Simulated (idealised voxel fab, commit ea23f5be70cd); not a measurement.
The following process module bears the name voxel gate over fins.
We display cut, a cross-section 290 nm in width whose square cells are each 5 nm.
A cross-section is written here as square cells arranged in a grid, and it is given in bands from the top down, each band taking up one or more rows of cells. Look at the band entry: it leads with the top's height and the bottom's height in nm. Then it lists the materials left to right, with a width in nm for each. The word "full width" on a single material says that material fills the band edge to edge. The word "blank" is empty space. The reference from which all heights are counted is 0, the level beneath which the as-received wafer is entirely one material; the lowest band, having no lower bound, proceeds downward and is written after the example "z 0 and below". It should be noted that a width expressed as "30->40" varies in equal increments from row to row of cells within the band, taking the value of the first number at the top row and that of the second number at the bottom row. Where the words "remains unaltered" appear for a step, the cross-section shows no cell changed by that step; every cell remained as before. The entry "Entrapped void list" lists the empty spaces that cover at least 8 cells and have no open path to the top. Each is written as width x height at distance, where the distance is measured from the left edge and all three values are in nm. Formally, on a step line, whatever follows the settings is a remark that the simulator itself makes on the step. Among the settings permitted on a step's line is "overlay nm"; applied to a step with a mask, it specifies the extent to which the mask lay to the right of its planned position, whereas a negative figure signifies a position to the left.

Intended process steps
1. RECEIVE,material Si
2. CONFORMAL_DEP,material SiN,thk nm 10
3. PATTERN,tone cover,mask id FINS,material resist,width nm 15,pitch nm 35,thk nm 20,overlay nm 0
4. DIRECTIONAL_ETCH,etch materials SiN,depth nm 10
5. DIRECTIONAL_ETCH,etch materials Si,depth nm 35
6. STRIP,etch materials resist
7. OXIDIZE,depth nm 5
8. FILL_DEP,material SiO2,thk nm 10
9. CMP,height nm 10
10. SELECTIVE_ETCH,etch materials SiO2,depth nm 25
11. STRIP,etch materials SiN
12. CONFORMAL_DEP,material HfO2,thk nm 5
13. CONFORMAL_DEP,material TiN,thk nm 5
14. FILL_DEP,material W,thk nm 10
15. CMP,height nm 15
16. CONFORMAL_DEP,material SiCN,thk nm 10

The first wafer of two, processed as planned

Cross-section of the incoming wafer, state after step 1
> z 0 and below = Si full width
> Entrapped void list: none

Take a look at the wafer's cross-section after step 2
> z 10 to 0 = SiN full width
> Below 0, no change.

Take a look at the wafer's cross-section after step 3
> z 30 to 10 = blank: 120; resist: 15; blank: 20; resist: 15; blank: 120
> Below 10, no change.

Take a look at the wafer's cross-section after step 4
> z 30 to 10 = blank: 120; resist: 15; blank: 20; resist: 15; blank: 120
> z 10 to 0 = blank: 120; SiN: 15; blank: 20; SiN: 15; blank: 120
> Below 0, no change.

Take a look at the wafer's cross-section after step 5
> z 30 to 10 = blank: 120; resist: 15; blank: 20; resist: 15; blank: 120
> z 10 to 0 = blank: 120; SiN: 15; blank: 20; SiN: 15; blank: 120
> z 0 to -35 = blank: 120; Si: 15; blank: 20; Si: 15; blank: 120
> Below -35, no change.

Take a look at the wafer's cross-section after step 6
> z 10 to 0 = blank: 120; SiN: 15; blank: 20; SiN: 15; blank: 120
> Below 0, no change.

Take a look at the wafer's cross-section after step 7
> z 10 to 0 = blank: 120; SiN: 15; blank: 20; SiN: 15; blank: 120
> z 0 to -35 = blank: 120; SiO2: 5; Si: 5; SiO2: 5; blank: 20; SiO2: 5; Si: 5; SiO2: 5; blank: 120
> z -35 to -40 = SiO2: 125; Si: 5; SiO2: 30; Si: 5; SiO2: 125
> Below -40, no change.

Take a look at the wafer's cross-section after step 8
> z 20 to 10 = SiO2 full width
> z 10 to 0 = SiO2: 120; SiN: 15; SiO2: 20; SiN: 15; SiO2: 120
> z 0 to -40 = SiO2: 125; Si: 5; SiO2: 30; Si: 5; SiO2: 125
> Below -40, no change.

Take a look at the wafer's cross-section after step 9
> z 10 to 0 = SiO2: 120; SiN: 15; SiO2: 20; SiN: 15; SiO2: 120
> Below 0, no change.

Take a look at the wafer's cross-section after step 10
> z 10 to 0 = blank: 120; SiN: 15; blank: 20; SiN: 15; blank: 120
> z 0 to -15 = blank: 125; Si: 5; blank: 30; Si: 5; blank: 125
> Below -15, no change.

Take a look at the wafer's cross-section after step 11
> z 0 to -15 = blank: 125; Si: 5; blank: 30; Si: 5; blank: 125
> Below -15, no change.

Take a look at the wafer's cross-section after step 12
> z 5 to 0 = blank: 120; HfO2: 15; blank: 20; HfO2: 15; blank: 120
> z 0 to -10 = blank: 120; HfO2: 5; Si: 5; HfO2: 5; blank: 20; HfO2: 5; Si: 5; HfO2: 5; blank: 120
> z -10 to -15 = HfO2: 125; Si: 5; HfO2: 30; Si: 5; HfO2: 125
> Below -15, no change.

Take a look at the wafer's cross-section after step 13
> z 10 to 5 = blank: 115; TiN: 25; blank: 10; TiN: 25; blank: 115
> z 5 to 0 = blank: 115; TiN: 5; HfO2: 15; TiN: 5; blank: 10; TiN: 5; HfO2: 15; TiN: 5; blank: 115
> z 0 to -5 = blank: 115; TiN: 5; HfO2: 5; Si: 5; HfO2: 5; TiN: 5; blank: 10; TiN: 5; HfO2: 5; Si: 5; HfO2: 5; TiN: 5; blank: 115
> z -5 to -10 = TiN: 120; HfO2: 5; Si: 5; HfO2: 5; TiN: 20; HfO2: 5; Si: 5; HfO2: 5; TiN: 120
> Below -10, no change.

Take a look at the wafer's cross-section after step 14
> z 20 to 10 = W full width
> z 10 to 5 = W: 115; TiN: 25; W: 10; TiN: 25; W: 115
> z 5 to 0 = W: 115; TiN: 5; HfO2: 15; TiN: 5; W: 10; TiN: 5; HfO2: 15; TiN: 5; W: 115
> z 0 to -5 = W: 115; TiN: 5; HfO2: 5; Si: 5; HfO2: 5; TiN: 5; W: 10; TiN: 5; HfO2: 5; Si: 5; HfO2: 5; TiN: 5; W: 115
> Below -5, no change.

Take a look at the wafer's cross-section after step 15
> z 15 to 10 = W full width
> Below 10, no change.

Take a look at the wafer's cross-section after step 16
> z 25 to 15 = SiCN full width
> Below 15, no change.

For the second wafer, take the first wafer's start and plan, then add one mistake made in running it; everything through step 2, that step included, is shared with the first

Second wafer profile in section, at the moment step 3 of the plan was meant to be complete
> z 30 to 10 = blank: 125; resist: 15; blank: 20; resist: 15; blank: 115
> Below 10, no change.

Second wafer profile in section, at the moment step 4 of the plan was meant to be complete
> z 30 to 10 = blank: 125; resist: 15; blank: 20; resist: 15; blank: 115
> z 10 to 0 = blank: 125; SiN: 15; blank: 20; SiN: 15; blank: 115
> Below 0, no change.

Second wafer profile in section, at the moment step 5 of the plan was meant to be complete
> z 30 to 10 = blank: 125; resist: 15; blank: 20; resist: 15; blank: 115
> z 10 to 0 = blank: 125; SiN: 15; blank: 20; SiN: 15; blank: 115
> z 0 to -35 = blank: 125; Si: 15; blank: 20; Si: 15; blank: 115
> Below -35, no change.

Second wafer profile in section, at the moment step 6 of the plan was meant to be complete
> z 10 to 0 = blank: 125; SiN: 15; blank: 20; SiN: 15; blank: 115
> Below 0, no change.

Second wafer profile in section, at the moment step 7 of the plan was meant to be complete
> z 10 to 0 = blank: 125; SiN: 15; blank: 20; SiN: 15; blank: 115
> z 0 to -35 = blank: 125; SiO2: 5; Si: 5; SiO2: 5; blank: 20; SiO2: 5; Si: 5; SiO2: 5; blank: 115
> z -35 to -40 = SiO2: 130; Si: 5; SiO2: 30; Si: 5; SiO2: 120
> Below -40, no change.

Second wafer profile in section, at the moment step 8 of the plan was meant to be complete
> z 20 to 10 = SiO2 full width
> z 10 to 0 = SiO2: 125; SiN: 15; SiO2: 20; SiN: 15; SiO2: 115
> z 0 to -40 = SiO2: 130; Si: 5; SiO2: 30; Si: 5; SiO2: 120
> Below -40, no change.

Second wafer profile in section, at the moment step 9 of the plan was meant to be complete
> z 10 to 0 = SiO2: 125; SiN: 15; SiO2: 20; SiN: 15; SiO2: 115
> Below 0, no change.

Second wafer profile in section, at the moment step 10 of the plan was meant to be complete
> z 10 to 0 = blank: 125; SiN: 15; blank: 20; SiN: 15; blank: 115
> z 0 to -15 = blank: 130; Si: 5; blank: 30; Si: 5; blank: 120
> Below -15, no change.

Second wafer profile in section, at the moment step 11 of the plan was meant to be complete
> z 0 to -15 = blank: 130; Si: 5; blank: 30; Si: 5; blank: 120
> Below -15, no change.

Second wafer profile in section, at the moment step 12 of the plan was meant to be complete
> z 5 to 0 = blank: 125; HfO2: 15; blank: 20; HfO2: 15; blank: 115
> z 0 to -10 = blank: 125; HfO2: 5; Si: 5; HfO2: 5; blank: 20; HfO2: 5; Si: 5; HfO2: 5; blank: 115
> z -10 to -15 = HfO2: 130; Si: 5; HfO2: 30; Si: 5; HfO2: 120
> Below -15, no change.

Second wafer profile in section, at the moment step 13 of the plan was meant to be complete
> z 10 to 5 = blank: 120; TiN: 25; blank: 10; TiN: 25; blank: 110
> z 5 to 0 = blank: 120; TiN: 5; HfO2: 15; TiN: 5; blank: 10; TiN: 5; HfO2: 15; TiN: 5; blank: 110
> z 0 to -5 = blank: 120; TiN: 5; HfO2: 5; Si: 5; HfO2: 5; TiN: 5; blank: 10; TiN: 5; HfO2: 5; Si: 5; HfO2: 5; TiN: 5; blank: 110
> z -5 to -10 = TiN: 125; HfO2: 5; Si: 5; HfO2: 5; TiN: 20; HfO2: 5; Si: 5; HfO2: 5; TiN: 115
> Below -10, no change.

Second wafer profile in section, at the moment step 14 of the plan was meant to be complete
> z 20 to 10 = W full width
> z 10 to 5 = W: 120; TiN: 25; W: 10; TiN: 25; W: 110
> z 5 to 0 = W: 120; TiN: 5; HfO2: 15; TiN: 5; W: 10; TiN: 5; HfO2: 15; TiN: 5; W: 110
> z 0 to -5 = W: 120; TiN: 5; HfO2: 5; Si: 5; HfO2: 5; TiN: 5; W: 10; TiN: 5; HfO2: 5; Si: 5; HfO2: 5; TiN: 5; W: 110
> Below -5, no change.

Second wafer profile in section, at the moment step 15 of the plan was meant to be complete
> z 15 to 10 = W full width
> Below 10, no change.

Second wafer profile in section, at the moment step 16 of the plan was meant to be complete
> z 25 to 15 = SiCN full width
> Below 15, no change.
What was the processing mistake? it should be noted that step 3 was executed with settings other than those planned, the operation and settings actually applied being PATTERN,tone cover,mask id FINS,material resist,width nm 15,pitch nm 35,thk nm 20,overlay nm 5
The two final wafers agree on how many cells each material fills and disagree on which cells those are.
